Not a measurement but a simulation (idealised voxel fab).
Name of the process module below: voxel wiring stack
Pictured: cross-section cut, 210 nm wide, on a grid of 5 nm square cells.
Just so we're on the same page, the cross-sections are grids of square cells, and they're listed out in bands top to bottom, each band one or more rows deep. Per band: top height and bottom height in nm, followed by the left-to-right materials and their widths in nm; "everywhere" marks a single material spanning edge to edge, "air" marks empty space. Heads up on the height convention: 0 is the point under which the incoming wafer is all one material, and the lowest band has no bottom, it just keeps going down, like "from 0 down". A width given as "30 to 40" starts at the first number in the band's top row and ends at the second number in its bottom row, shifting by an equal amount at every step from row to row. Where a step carries "left unchanged", the cross-section came out of it unchanged, cell for cell. "Sealed void list" enumerates empty spaces isolated from the top, with no open way to it, that contain at least 8 cells, giving each as width x height at distance from the left edge, all three in nm. Whatever follows a step's settings on its line is a remark the simulator itself makes about that step. "overlay nm" denotes, for a step that has a mask, the displacement of the mask to the right of its planned place, with negative values corresponding to the left.

# Steps planned for the process
1. RECEIVE with material Si
2. CONFORMAL_DEP with material SiO2, thk nm 10
3. DIRECTIONAL_DEP with material TiN, thk nm 5
4. DIRECTIONAL_DEP with material W, thk nm 15
5. PATTERN with tone cover, mask id METAL_1, material resist, width nm 30, pitch nm 60, thk nm 15, overlay nm 0
6. DIRECTIONAL_ETCH with etch materials W, depth nm 15
7. DIRECTIONAL_ETCH with etch materials TiN, depth nm 5
8. STRIP with etch materials resist
9. FILL_DEP with material SiO2, thk nm 5
10. CMP with height nm 30
11. CONFORMAL_DEP with material SiCN, thk nm 5
12. DIRECTIONAL_DEP with material SiO2, thk nm 10
13. DIRECTIONAL_DEP with material aC, thk nm 10
14. PATTERN with tone open, mask id PLUG_1, material resist, width nm 15, pitch nm 60, thk nm 25, overlay nm 0
15. DIRECTIONAL_ETCH with etch materials aC, depth nm 10
16. STRIP with etch materials resist
17. DIRECTIONAL_ETCH with etch materials SiO2, depth nm 10
18. DIRECTIONAL_ETCH with etch materials SiCN, depth nm 5
19. STRIP with etch materials aC
20. EPI with material Ru, thk nm 10
21. EPI with material Ru, thk nm 5
22. CONFORMAL_DEP with material SiN, thk nm 5
23. DIRECTIONAL_DEP with material SiO2, thk nm 15
24. DIRECTIONAL_DEP with material aC, thk nm 15
25. PATTERN with tone open, mask id METAL_2, material resist, width nm 30, pitch nm 60, thk nm 30, overlay nm 0
26. DIRECTIONAL_ETCH with etch materials aC, depth nm 15
27. STRIP with etch materials resist
28. DIRECTIONAL_ETCH with etch materials SiO2, depth nm 15
29. DIRECTIONAL_ETCH with etch materials SiN, depth nm 5
30. STRIP with etch materials aC
31. CONFORMAL_DEP with material TiN, thk nm 5
32. FILL_DEP with material W, thk nm 10
33. CMP with height nm 65
34. CONFORMAL_DEP with material SiCN, thk nm 5
35. DIRECTIONAL_DEP with material lowk, thk nm 15
36. DIRECTIONAL_DEP with material aC, thk nm 10
37. PATTERN with tone open, mask id PLUG_2, material resist, width nm 15, pitch nm 60, thk nm 25, overlay nm 0
38. DIRECTIONAL_ETCH with etch materials aC, depth nm 10
39. STRIP with etch materials resist
40. DIRECTIONAL_ETCH with etch materials lowk, depth nm 15
41. DIRECTIONAL_ETCH with etch materials SiCN, depth nm 5
42. STRIP with etch materials aC
43. EPI with material Ru, thk nm 10
44. EPI with material Ru, thk nm 10
45. DIRECTIONAL_DEP with material TiN, thk nm 5
46. DIRECTIONAL_DEP with material Ru, thk nm 15
47. DIRECTIONAL_DEP with material aC, thk nm 10
48. PATTERN with tone cover, mask id METAL_3, material resist, width nm 30, pitch nm 60, thk nm 25, overlay nm 0
49. DIRECTIONAL_ETCH with etch materials aC, depth nm 10
50. STRIP with etch materials resist
51. DIRECTIONAL_ETCH with etch materials Ru, depth nm 15
52. DIRECTIONAL_ETCH with etch materials TiN, depth nm 5
53. STRIP with etch materials aC
54. FILL_DEP with material lowk, thk nm 5
55. CMP with height nm 105
56. CONFORMAL_DEP with material SiCN, thk nm 5
57. DIRECTIONAL_DEP with material SiO2, thk nm 20
58. MASKED_ETCH with tone open, mask id PLUG_3, width nm 15, pitch nm 120, etch materials SiO2, depth nm 20, overlay nm 0
59. MASKED_ETCH with tone open, mask id PLUG_3, width nm 15, pitch nm 120, etch materials SiCN, depth nm 5, overlay nm 0
60. CONFORMAL_DEP with material TiN, thk nm 5
61. FILL_DEP with material Cu, thk nm 5
62. CMP with height nm 130
63. DIRECTIONAL_DEP with material TiN, thk nm 5
64. DIRECTIONAL_DEP with material W, thk nm 15
65. PATTERN with tone cover, mask id METAL_4, material resist, width nm 30, pitch nm 60, thk nm 15, overlay nm 0
66. DIRECTIONAL_ETCH with etch materials W, depth nm 15
67. DIRECTIONAL_ETCH with etch materials TiN, depth nm 5
68. STRIP with etch materials resist
69. FILL_DEP with material lowk, thk nm 10
70. CMP with height nm 150
71. CONFORMAL_DEP with material SiCN, thk nm 5

# First of two wafers, with the run carried out as planned

# Wafer cross-section on receipt, i.e. after step 1
> from 0 down = Si everywhere
> Sealed void list: none

# Cross-section: wafer state after step 2
> from 10 to 0 = SiO2 everywhere
> Unchanged below 0.

# Cross-section: wafer state after step 3
> from 15 to 10 = TiN everywhere
> Unchanged below 10.

# Cross-section: wafer state after step 4
> from 30 to 15 = W everywhere
> Unchanged below 15.

# Cross-section: wafer state after step 5
> from 45 to 30 = 30 air / 30 resist / 30 air / 30 resist / 30 air / 30 resist / 30 air
> Unchanged below 30.

# Cross-section: wafer state after step 6
> from 45 to 30 = 30 air / 30 resist / 30 air / 30 resist / 30 air / 30 resist / 30 air
> from 30 to 15 = 30 air / 30 W / 30 air / 30 W / 30 air / 30 W / 30 air
> Unchanged below 15.

# Cross-section: wafer state after step 7
> from 45 to 30 = 30 air / 30 resist / 30 air / 30 resist / 30 air / 30 resist / 30 air
> from 30 to 15 = 30 air / 30 W / 30 air / 30 W / 30 air / 30 W / 30 air
> from 15 to 10 = 30 air / 30 TiN / 30 air / 30 TiN / 30 air / 30 TiN / 30 air
> Unchanged below 10.

# Cross-section: wafer state after step 8
> from 30 to 15 = 30 air / 30 W / 30 air / 30 W / 30 air / 30 W / 30 air
> Unchanged below 15.

# Cross-section: wafer state after step 9
> from 35 to 30 = SiO2 everywhere
> from 30 to 15 = 30 SiO2 / 30 W / 30 SiO2 / 30 W / 30 SiO2 / 30 W / 30 SiO2
> from 15 to 10 = 30 SiO2 / 30 TiN / 30 SiO2 / 30 TiN / 30 SiO2 / 30 TiN / 30 SiO2
> Unchanged below 10.

# Cross-section: wafer state after step 10
> from 30 to 15 = 30 SiO2 / 30 W / 30 SiO2 / 30 W / 30 SiO2 / 30 W / 30 SiO2
> Unchanged below 15.

# Cross-section: wafer state after step 11
> from 35 to 30 = SiCN everywhere
> Unchanged below 30.

# Cross-section: wafer state after step 12
> from 45 to 35 = SiO2 everywhere
> Unchanged below 35.

# Cross-section: wafer state after step 13
> from 55 to 45 = aC everywhere
> Unchanged below 45.

# Cross-section: wafer state after step 14
> from 80 to 55 = 30 resist / 15 air / 45 resist / 15 air / 45 resist / 15 air / 45 resist
> Unchanged below 55.

# Cross-section: wafer state after step 15
> from 70 to 55 = 30 resist / 15 air / 45 resist / 15 air / 45 resist / 15 air / 45 resist
> from 55 to 45 = 30 aC / 15 air / 45 aC / 15 air / 45 aC / 15 air / 45 aC
> Unchanged below 45.

# Cross-section: wafer state after step 16
> from 55 to 45 = 30 aC / 15 air / 45 aC / 15 air / 45 aC / 15 air / 45 aC
> Unchanged below 45.

# Cross-section: wafer state after step 17
> from 55 to 45 = 30 aC / 15 air / 45 aC / 15 air / 45 aC / 15 air / 45 aC
> from 45 to 35 = 30 SiO2 / 15 air / 45 SiO2 / 15 air / 45 SiO2 / 15 air / 45 SiO2
> Unchanged below 35.

# Cross-section: wafer state after step 18
> from 55 to 45 = 30 aC / 15 air / 45 aC / 15 air / 45 aC / 15 air / 45 aC
> from 45 to 35 = 30 SiO2 / 15 air / 45 SiO2 / 15 air / 45 SiO2 / 15 air / 45 SiO2
> from 35 to 30 = 30 SiCN / 15 air / 45 SiCN / 15 air / 45 SiCN / 15 air / 45 SiCN
> Unchanged below 30.

# Cross-section: wafer state after step 19
> from 45 to 35 = 30 SiO2 / 15 air / 45 SiO2 / 15 air / 45 SiO2 / 15 air / 45 SiO2
> Unchanged below 35.

# Cross-section: wafer state after step 20
> from 45 to 40 = 30 SiO2 / 15 air / 45 SiO2 / 15 air / 45 SiO2 / 15 air / 45 SiO2
> from 40 to 35 = 30 SiO2 / 15 Ru / 45 SiO2 / 15 Ru / 45 SiO2 / 15 Ru / 45 SiO2
> from 35 to 30 = 30 SiCN / 15 Ru / 45 SiCN / 15 Ru / 45 SiCN / 15 Ru / 45 SiCN
> Unchanged below 30.

# Cross-section: wafer state after step 21
> from 45 to 35 = 30 SiO2 / 15 Ru / 45 SiO2 / 15 Ru / 45 SiO2 / 15 Ru / 45 SiO2
> Unchanged below 35.

# Cross-section: wafer state after step 22
> from 50 to 45 = SiN everywhere
> Unchanged below 45.

# Cross-section: wafer state after step 23
> from 65 to 50 = SiO2 everywhere
> Unchanged below 50.

# Cross-section: wafer state after step 24
> from 80 to 65 = aC everywhere
> Unchanged below 65.

# Cross-section: wafer state after step 25
> from 110 to 80 = 30 resist / 30 air / 30 resist / 30 air / 30 resist / 30 air / 30 resist
> Unchanged below 80.

# Cross-section: wafer state after step 26
> from 95 to 80 = 30 resist / 30 air / 30 resist / 30 air / 30 resist / 30 air / 30 resist
> from 80 to 65 = 30 aC / 30 air / 30 aC / 30 air / 30 aC / 30 air / 30 aC
> Unchanged below 65.

# Cross-section: wafer state after step 27
> from 80 to 65 = 30 aC / 30 air / 30 aC / 30 air / 30 aC / 30 air / 30 aC
> Unchanged below 65.

# Cross-section: wafer state after step 28
> from 80 to 65 = 30 aC / 30 air / 30 aC / 30 air / 30 aC / 30 air / 30 aC
> from 65 to 50 = 30 SiO2 / 30 air / 30 SiO2 / 30 air / 30 SiO2 / 30 air / 30 SiO2
> Unchanged below 50.

# Cross-section: wafer state after step 29
> from 80 to 65 = 30 aC / 30 air / 30 aC / 30 air / 30 aC / 30 air / 30 aC
> from 65 to 50 = 30 SiO2 / 30 air / 30 SiO2 / 30 air / 30 SiO2 / 30 air / 30 SiO2
> from 50 to 45 = 30 SiN / 30 air / 30 SiN / 30 air / 30 SiN / 30 air / 30 SiN
> Unchanged below 45.

# Cross-section: wafer state after step 30
> from 65 to 50 = 30 SiO2 / 30 air / 30 SiO2 / 30 air / 30 SiO2 / 30 air / 30 SiO2
> Unchanged below 50.

# Cross-section: wafer state after step 31
> from 70 to 65 = 35 TiN / 20 air / 40 TiN / 20 air / 40 TiN / 20 air / 35 TiN
> from 65 to 50 = 30 SiO2 / 5 TiN / 20 air / 5 TiN / 30 SiO2 / 5 TiN / 20 air / 5 TiN / 30 SiO2 / 5 TiN / 20 air / 5 TiN / 30 SiO2
> from 50 to 45 = 30 SiN / 30 TiN / 30 SiN / 30 TiN / 30 SiN / 30 TiN / 30 SiN
> Unchanged below 45.

# Cross-section: wafer state after step 32
> from 80 to 70 = W everywhere
> from 70 to 65 = 35 TiN / 20 W / 40 TiN / 20 W / 40 TiN / 20 W / 35 TiN
> from 65 to 50 = 30 SiO2 / 5 TiN / 20 W / 5 TiN / 30 SiO2 / 5 TiN / 20 W / 5 TiN / 30 SiO2 / 5 TiN / 20 W / 5 TiN / 30 SiO2
> Unchanged below 50.

# Cross-section: wafer state after step 33
> from 65 to 50 = 30 SiO2 / 5 TiN / 20 W / 5 TiN / 30 SiO2 / 5 TiN / 20 W / 5 TiN / 30 SiO2 / 5 TiN / 20 W / 5 TiN / 30 SiO2
> Unchanged below 50.

# Cross-section: wafer state after step 34
> from 70 to 65 = SiCN everywhere
> Unchanged below 65.

# Cross-section: wafer state after step 35
> from 85 to 70 = lowk everywhere
> Unchanged below 70.

# Cross-section: wafer state after step 36
> from 95 to 85 = aC everywhere
> Unchanged below 85.

# Cross-section: wafer state after step 37
> from 120 to 95 = 30 resist / 15 air / 45 resist / 15 air / 45 resist / 15 air / 45 resist
> Unchanged below 95.

# Cross-section: wafer state after step 38
> from 110 to 95 = 30 resist / 15 air / 45 resist / 15 air / 45 resist / 15 air / 45 resist
> from 95 to 85 = 30 aC / 15 air / 45 aC / 15 air / 45 aC / 15 air / 45 aC
> Unchanged below 85.

# Cross-section: wafer state after step 39
> from 95 to 85 = 30 aC / 15 air / 45 aC / 15 air / 45 aC / 15 air / 45 aC
> Unchanged below 85.

# Cross-section: wafer state after step 40
> from 95 to 85 = 30 aC / 15 air / 45 aC / 15 air / 45 aC / 15 air / 45 aC
> from 85 to 70 = 30 lowk / 15 air / 45 lowk / 15 air / 45 lowk / 15 air / 45 lowk
> Unchanged below 70.

# Cross-section: wafer state after step 41
> from 95 to 85 = 30 aC / 15 air / 45 aC / 15 air / 45 aC / 15 air / 45 aC
> from 85 to 70 = 30 lowk / 15 air / 45 lowk / 15 air / 45 lowk / 15 air / 45 lowk
> from 70 to 65 = 30 SiCN / 15 air / 45 SiCN / 15 air / 45 SiCN / 15 air / 45 SiCN
> Unchanged below 65.

# Cross-section: wafer state after step 42
> from 85 to 70 = 30 lowk / 15 air / 45 lowk / 15 air / 45 lowk / 15 air / 45 lowk
> Unchanged below 70.

# Cross-section: wafer state after step 43
> from 85 to 75 = 30 lowk / 15 air / 45 lowk / 15 air / 45 lowk / 15 air / 45 lowk
> from 75 to 70 = 30 lowk / 15 Ru / 45 lowk / 15 Ru / 45 lowk / 15 Ru / 45 lowk
> from 70 to 65 = 30 SiCN / 15 Ru / 45 SiCN / 15 Ru / 45 SiCN / 15 Ru / 45 SiCN
> Unchanged below 65.

# Cross-section: wafer state after step 44
> from 85 to 70 = 30 lowk / 15 Ru / 45 lowk / 15 Ru / 45 lowk / 15 Ru / 45 lowk
> Unchanged below 70.

# Cross-section: wafer state after step 45
> from 90 to 85 = TiN everywhere
> Unchanged below 85.

# Cross-section: wafer state after step 46
> from 105 to 90 = Ru everywhere
> Unchanged below 90.

# Cross-section: wafer state after step 47
> from 115 to 105 = aC everywhere
> Unchanged below 105.

# Cross-section: wafer state after step 48
> from 140 to 115 = 30 air / 30 resist / 30 air / 30 resist / 30 air / 30 resist / 30 air
> Unchanged below 115.

# Cross-section: wafer state after step 49
> from 130 to 115 = 30 air / 30 resist / 30 air / 30 resist / 30 air / 30 resist / 30 air
> from 115 to 105 = 30 air / 30 aC / 30 air / 30 aC / 30 air / 30 aC / 30 air
> Unchanged below 105.

# Cross-section: wafer state after step 50
> from 115 to 105 = 30 air / 30 aC / 30 air / 30 aC / 30 air / 30 aC / 30 air
> Unchanged below 105.

# Cross-section: wafer state after step 51
> from 115 to 105 = 30 air / 30 aC / 30 air / 30 aC / 30 air / 30 aC / 30 air
> from 105 to 90 = 30 air / 30 Ru / 30 air / 30 Ru / 30 air / 30 Ru / 30 air
> Unchanged below 90.

# Cross-section: wafer state after step 52
> from 115 to 105 = 30 air / 30 aC / 30 air / 30 aC / 30 air / 30 aC / 30 air
> from 105 to 90 = 30 air / 30 Ru / 30 air / 30 Ru / 30 air / 30 Ru / 30 air
> from 90 to 85 = 30 air / 30 TiN / 30 air / 30 TiN / 30 air / 30 TiN / 30 air
> Unchanged below 85.

# Cross-section: wafer state after step 53
> from 105 to 90 = 30 air / 30 Ru / 30 air / 30 Ru / 30 air / 30 Ru / 30 air
> Unchanged below 90.

# Cross-section: wafer state after step 54
> from 110 to 105 = lowk everywhere
> from 105 to 90 = 30 lowk / 30 Ru / 30 lowk / 30 Ru / 30 lowk / 30 Ru / 30 lowk
> from 90 to 85 = 30 lowk / 30 TiN / 30 lowk / 30 TiN / 30 lowk / 30 TiN / 30 lowk
> Unchanged below 85.

# Cross-section: wafer state after step 55
> from 105 to 90 = 30 lowk / 30 Ru / 30 lowk / 30 Ru / 30 lowk / 30 Ru / 30 lowk
> Unchanged below 90.

# Cross-section: wafer state after step 56
> from 110 to 105 = SiCN everywhere
> Unchanged below 105.

# Cross-section: wafer state after step 57
> from 130 to 110 = SiO2 everywhere
> Unchanged below 110.

# Cross-section: wafer state after step 58
> from 130 to 110 = 30 SiO2 / 15 air / 105 SiO2 / 15 air / 45 SiO2
> Unchanged below 110.

# Cross-section: wafer state after step 59
> from 130 to 110 = 30 SiO2 / 15 air / 105 SiO2 / 15 air / 45 SiO2
> from 110 to 105 = 30 SiCN / 15 air / 105 SiCN / 15 air / 45 SiCN
> Unchanged below 105.

# Cross-section: wafer state after step 60
> from 135 to 130 = 35 TiN / 5 air / 115 TiN / 5 air / 50 TiN
> from 130 to 110 = 30 SiO2 / 5 TiN / 5 air / 5 TiN / 105 SiO2 / 5 TiN / 5 air / 5 TiN / 45 SiO2
> from 110 to 105 = 30 SiCN / 15 TiN / 105 SiCN / 15 TiN / 45 SiCN
> Unchanged below 105.

# Cross-section: wafer state after step 61
> from 140 to 135 = Cu everywhere
> from 135 to 130 = 35 TiN / 5 Cu / 115 TiN / 5 Cu / 50 TiN
> from 130 to 110 = 30 SiO2 / 5 TiN / 5 Cu / 5 TiN / 105 SiO2 / 5 TiN / 5 Cu / 5 TiN / 45 SiO2
> Unchanged below 110.

# Cross-section: wafer state after step 62
> from 130 to 110 = 30 SiO2 / 5 TiN / 5 Cu / 5 TiN / 105 SiO2 / 5 TiN / 5 Cu / 5 TiN / 45 SiO2
> Unchanged below 110.

# Cross-section: wafer state after step 63
> from 135 to 130 = TiN everywhere
> Unchanged below 130.

# Cross-section: wafer state after step 64
> from 150 to 135 = W everywhere
> Unchanged below 135.

# Cross-section: wafer state after step 65
> from 165 to 150 = 30 air / 30 resist / 30 air / 30 resist / 30 air / 30 resist / 30 air
> Unchanged below 150.

# Cross-section: wafer state after step 66
> from 165 to 150 = 30 air / 30 resist / 30 air / 30 resist / 30 air / 30 resist / 30 air
> from 150 to 135 = 30 air / 30 W / 30 air / 30 W / 30 air / 30 W / 30 air
> Unchanged below 135.

# Cross-section: wafer state after step 67
> from 165 to 150 = 30 air / 30 resist / 30 air / 30 resist / 30 air / 30 resist / 30 air
> from 150 to 135 = 30 air / 30 W / 30 air / 30 W / 30 air / 30 W / 30 air
> from 135 to 130 = 30 air / 30 TiN / 30 air / 30 TiN / 30 air / 30 TiN / 30 air
> Unchanged below 130.

# Cross-section: wafer state after step 68
> from 150 to 135 = 30 air / 30 W / 30 air / 30 W / 30 air / 30 W / 30 air
> Unchanged below 135.

# Cross-section: wafer state after step 69
> from 160 to 150 = lowk everywhere
> from 150 to 135 = 30 lowk / 30 W / 30 lowk / 30 W / 30 lowk / 30 W / 30 lowk
> from 135 to 130 = 30 lowk / 30 TiN / 30 lowk / 30 TiN / 30 lowk / 30 TiN / 30 lowk
> Unchanged below 130.

# Cross-section: wafer state after step 70
> from 150 to 135 = 30 lowk / 30 W / 30 lowk / 30 W / 30 lowk / 30 W / 30 lowk
> Unchanged below 135.

# Cross-section: wafer state after step 71
> from 155 to 150 = SiCN everywhere
> Unchanged below 150.

# The second wafer was prepared from the same starting point and under the same plan as the first; its processing contained one mistake, and it remains indistinguishable from the first wafer up to and including step 24

# Second wafer shown in cross-section at the time step 25 was slated to end
> from 110 to 80 = 30 resist / 35 air / 25 resist / 35 air / 25 resist / 35 air / 25 resist
> Unchanged below 80.

# Second wafer shown in cross-section at the time step 26 was slated to end
> from 95 to 80 = 30 resist / 35 air / 25 resist / 35 air / 25 resist / 35 air / 25 resist
> from 80 to 65 = 30 aC / 35 air / 25 aC / 35 air / 25 aC / 35 air / 25 aC
> Unchanged below 65.

# Second wafer shown in cross-section at the time step 27 was slated to end
> from 80 to 65 = 30 aC / 35 air / 25 aC / 35 air / 25 aC / 35 air / 25 aC
> Unchanged below 65.

# Second wafer shown in cross-section at the time step 28 was slated to end
> from 80 to 65 = 30 aC / 35 air / 25 aC / 35 air / 25 aC / 35 air / 25 aC
> from 65 to 50 = 30 SiO2 / 35 air / 25 SiO2 / 35 air / 25 SiO2 / 35 air / 25 SiO2
> Unchanged below 50.

# Second wafer shown in cross-section at the time step 29 was slated to end
> from 80 to 65 = 30 aC / 35 air / 25 aC / 35 air / 25 aC / 35 air / 25 aC
> from 65 to 50 = 30 SiO2 / 35 air / 25 SiO2 / 35 air / 25 SiO2 / 35 air / 25 SiO2
> from 50 to 45 = 30 SiN / 35 air / 25 SiN / 35 air / 25 SiN / 35 air / 25 SiN
> Unchanged below 45.

# Second wafer shown in cross-section at the time step 30 was slated to end
> from 65 to 50 = 30 SiO2 / 35 air / 25 SiO2 / 35 air / 25 SiO2 / 35 air / 25 SiO2
> Unchanged below 50.

# Second wafer shown in cross-section at the time step 31 was slated to end
> from 70 to 65 = 35 TiN / 25 air / 35 TiN / 25 air / 35 TiN / 25 air / 30 TiN
> from 65 to 50 = 30 SiO2 / 5 TiN / 25 air / 5 TiN / 25 SiO2 / 5 TiN / 25 air / 5 TiN / 25 SiO2 / 5 TiN / 25 air / 5 TiN / 25 SiO2
> from 50 to 45 = 30 SiN / 35 TiN / 25 SiN / 35 TiN / 25 SiN / 35 TiN / 25 SiN
> Unchanged below 45.

# Second wafer shown in cross-section at the time step 32 was slated to end
> from 80 to 70 = W everywhere
> from 70 to 65 = 35 TiN / 25 W / 35 TiN / 25 W / 35 TiN / 25 W / 30 TiN
> from 65 to 50 = 30 SiO2 / 5 TiN / 25 W / 5 TiN / 25 SiO2 / 5 TiN / 25 W / 5 TiN / 25 SiO2 / 5 TiN / 25 W / 5 TiN / 25 SiO2
> Unchanged below 50.

# Second wafer shown in cross-section at the time step 33 was slated to end
> from 65 to 50 = 30 SiO2 / 5 TiN / 25 W / 5 TiN / 25 SiO2 / 5 TiN / 25 W / 5 TiN / 25 SiO2 / 5 TiN / 25 W / 5 TiN / 25 SiO2
> Unchanged below 50.

# Second wafer shown in cross-section at the time step 34 was slated to end
> from 70 to 65 = SiCN everywhere
> Unchanged below 65.

# Second wafer shown in cross-section at the time step 35 was slated to end
> from 85 to 70 = lowk everywhere
> Unchanged below 70.

# Second wafer shown in cross-section at the time step 36 was slated to end
> from 95 to 85 = aC everywhere
> Unchanged below 85.

# Second wafer shown in cross-section at the time step 37 was slated to end
> from 120 to 95 = 30 resist / 15 air / 45 resist / 15 air / 45 resist / 15 air / 45 resist
> Unchanged below 95.

# Second wafer shown in cross-section at the time step 38 was slated to end
> from 110 to 95 = 30 resist / 15 air / 45 resist / 15 air / 45 resist / 15 air / 45 resist
> from 95 to 85 = 30 aC / 15 air / 45 aC / 15 air / 45 aC / 15 air / 45 aC
> Unchanged below 85.

# Second wafer shown in cross-section at the time step 39 was slated to end
> from 95 to 85 = 30 aC / 15 air / 45 aC / 15 air / 45 aC / 15 air / 45 aC
> Unchanged below 85.

# Second wafer shown in cross-section at the time step 40 was slated to end
> from 95 to 85 = 30 aC / 15 air / 45 aC / 15 air / 45 aC / 15 air / 45 aC
> from 85 to 70 = 30 lowk / 15 air / 45 lowk / 15 air / 45 lowk / 15 air / 45 lowk
> Unchanged below 70.

# Second wafer shown in cross-section at the time step 41 was slated to end
> from 95 to 85 = 30 aC / 15 air / 45 aC / 15 air / 45 aC / 15 air / 45 aC
> from 85 to 70 = 30 lowk / 15 air / 45 lowk / 15 air / 45 lowk / 15 air / 45 lowk
> from 70 to 65 = 30 SiCN / 15 air / 45 SiCN / 15 air / 45 SiCN / 15 air / 45 SiCN
> Unchanged below 65.

# Second wafer shown in cross-section at the time step 42 was slated to end
> from 85 to 70 = 30 lowk / 15 air / 45 lowk / 15 air / 45 lowk / 15 air / 45 lowk
> Unchanged below 70.

# Second wafer shown in cross-section at the time step 43 was slated to end
> from 85 to 75 = 30 lowk / 15 air / 45 lowk / 15 air / 45 lowk / 15 air / 45 lowk
> from 75 to 70 = 30 lowk / 15 Ru / 45 lowk / 15 Ru / 45 lowk / 15 Ru / 45 lowk
> from 70 to 65 = 30 SiCN / 15 Ru / 45 SiCN / 15 Ru / 45 SiCN / 15 Ru / 45 SiCN
> Unchanged below 65.

# Second wafer shown in cross-section at the time step 44 was slated to end
> from 85 to 70 = 30 lowk / 15 Ru / 45 lowk / 15 Ru / 45 lowk / 15 Ru / 45 lowk
> Unchanged below 70.

# Second wafer shown in cross-section at the time step 45 was slated to end
> from 90 to 85 = TiN everywhere
> Unchanged below 85.

# Second wafer shown in cross-section at the time step 46 was slated to end
> from 105 to 90 = Ru everywhere
> Unchanged below 90.

# Second wafer shown in cross-section at the time step 47 was slated to end
> from 115 to 105 = aC everywhere
> Unchanged below 105.

# Second wafer shown in cross-section at the time step 48 was slated to end
> from 140 to 115 = 30 air / 30 resist / 30 air / 30 resist / 30 air / 30 resist / 30 air
> Unchanged below 115.

# Second wafer shown in cross-section at the time step 49 was slated to end
> from 130 to 115 = 30 air / 30 resist / 30 air / 30 resist / 30 air / 30 resist / 30 air
> from 115 to 105 = 30 air / 30 aC / 30 air / 30 aC / 30 air / 30 aC / 30 air
> Unchanged below 105.

# Second wafer shown in cross-section at the time step 50 was slated to end
> from 115 to 105 = 30 air / 30 aC / 30 air / 30 aC / 30 air / 30 aC / 30 air
> Unchanged below 105.

# Second wafer shown in cross-section at the time step 51 was slated to end
> from 115 to 105 = 30 air / 30 aC / 30 air / 30 aC / 30 air / 30 aC / 30 air
> from 105 to 90 = 30 air / 30 Ru / 30 air / 30 Ru / 30 air / 30 Ru / 30 air
> Unchanged below 90.

# Second wafer shown in cross-section at the time step 52 was slated to end
> from 115 to 105 = 30 air / 30 aC / 30 air / 30 aC / 30 air / 30 aC / 30 air
> from 105 to 90 = 30 air / 30 Ru / 30 air / 30 Ru / 30 air / 30 Ru / 30 air
> from 90 to 85 = 30 air / 30 TiN / 30 air / 30 TiN / 30 air / 30 TiN / 30 air
> Unchanged below 85.

# Second wafer shown in cross-section at the time step 53 was slated to end
> from 105 to 90 = 30 air / 30 Ru / 30 air / 30 Ru / 30 air / 30 Ru / 30 air
> Unchanged below 90.

# Second wafer shown in cross-section at the time step 54 was slated to end
> from 110 to 105 = lowk everywhere
> from 105 to 90 = 30 lowk / 30 Ru / 30 lowk / 30 Ru / 30 lowk / 30 Ru / 30 lowk
> from 90 to 85 = 30 lowk / 30 TiN / 30 lowk / 30 TiN / 30 lowk / 30 TiN / 30 lowk
> Unchanged below 85.

# Second wafer shown in cross-section at the time step 55 was slated to end
> from 105 to 90 = 30 lowk / 30 Ru / 30 lowk / 30 Ru / 30 lowk / 30 Ru / 30 lowk
> Unchanged below 90.

# Second wafer shown in cross-section at the time step 56 was slated to end
> from 110 to 105 = SiCN everywhere
> Unchanged below 105.

# Second wafer shown in cross-section at the time step 57 was slated to end
> from 130 to 110 = SiO2 everywhere
> Unchanged below 110.

# Second wafer shown in cross-section at the time step 58 was slated to end
> from 130 to 110 = 30 SiO2 / 15 air / 105 SiO2 / 15 air / 45 SiO2
> Unchanged below 110.

# Second wafer shown in cross-section at the time step 59 was slated to end
> from 130 to 110 = 30 SiO2 / 15 air / 105 SiO2 / 15 air / 45 SiO2
> from 110 to 105 = 30 SiCN / 15 air / 105 SiCN / 15 air / 45 SiCN
> Unchanged below 105.

# Second wafer shown in cross-section at the time step 60 was slated to end
> from 135 to 130 = 35 TiN / 5 air / 115 TiN / 5 air / 50 TiN
> from 130 to 110 = 30 SiO2 / 5 TiN / 5 air / 5 TiN / 105 SiO2 / 5 TiN / 5 air / 5 TiN / 45 SiO2
> from 110 to 105 = 30 SiCN / 15 TiN / 105 SiCN / 15 TiN / 45 SiCN
> Unchanged below 105.

# Second wafer shown in cross-section at the time step 61 was slated to end
> from 140 to 135 = Cu everywhere
> from 135 to 130 = 35 TiN / 5 Cu / 115 TiN / 5 Cu / 50 TiN
> from 130 to 110 = 30 SiO2 / 5 TiN / 5 Cu / 5 TiN / 105 SiO2 / 5 TiN / 5 Cu / 5 TiN / 45 SiO2
> Unchanged below 110.

# Second wafer shown in cross-section at the time step 62 was slated to end
> from 130 to 110 = 30 SiO2 / 5 TiN / 5 Cu / 5 TiN / 105 SiO2 / 5 TiN / 5 Cu / 5 TiN / 45 SiO2
> Unchanged below 110.

# Second wafer shown in cross-section at the time step 63 was slated to end
> from 135 to 130 = TiN everywhere
> Unchanged below 130.

# Second wafer shown in cross-section at the time step 64 was slated to end
> from 150 to 135 = W everywhere
> Unchanged below 135.

# Second wafer shown in cross-section at the time step 65 was slated to end
> from 165 to 150 = 30 air / 30 resist / 30 air / 30 resist / 30 air / 30 resist / 30 air
> Unchanged below 150.

# Second wafer shown in cross-section at the time step 66 was slated to end
> from 165 to 150 = 30 air / 30 resist / 30 air / 30 resist / 30 air / 30 resist / 30 air
> from 150 to 135 = 30 air / 30 W / 30 air / 30 W / 30 air / 30 W / 30 air
> Unchanged below 135.

# Second wafer shown in cross-section at the time step 67 was slated to end
> from 165 to 150 = 30 air / 30 resist / 30 air / 30 resist / 30 air / 30 resist / 30 air
> from 150 to 135 = 30 air / 30 W / 30 air / 30 W / 30 air / 30 W / 30 air
> from 135 to 130 = 30 air / 30 TiN / 30 air / 30 TiN / 30 air / 30 TiN / 30 air
> Unchanged below 130.

# Second wafer shown in cross-section at the time step 68 was slated to end
> from 150 to 135 = 30 air / 30 W / 30 air / 30 W / 30 air / 30 W / 30 air
> Unchanged below 135.

# Second wafer shown in cross-section at the time step 69 was slated to end
> from 160 to 150 = lowk everywhere
> from 150 to 135 = 30 lowk / 30 W / 30 lowk / 30 W / 30 lowk / 30 W / 30 lowk
> from 135 to 130 = 30 lowk / 30 TiN / 30 lowk / 30 TiN / 30 lowk / 30 TiN / 30 lowk
> Unchanged below 130.

# Second wafer shown in cross-section at the time step 70 was slated to end
> from 150 to 135 = 30 lowk / 30 W / 30 lowk / 30 W / 30 lowk / 30 W / 30 lowk
> Unchanged below 135.

# Second wafer shown in cross-section at the time step 71 was slated to end
> from 155 to 150 = SiCN everywhere
> Unchanged below 150.
Processing error: step 25, actual vs plan mismatch, actual run PATTERN with tone open, mask id METAL_2, material resist, width nm 35, pitch nm 60, thk nm 30, overlay nm 0
Final tally in cells, some materials are higher or lower on the second wafer than on the first: SiN -3; SiO2 -9; TiN +3; W +9
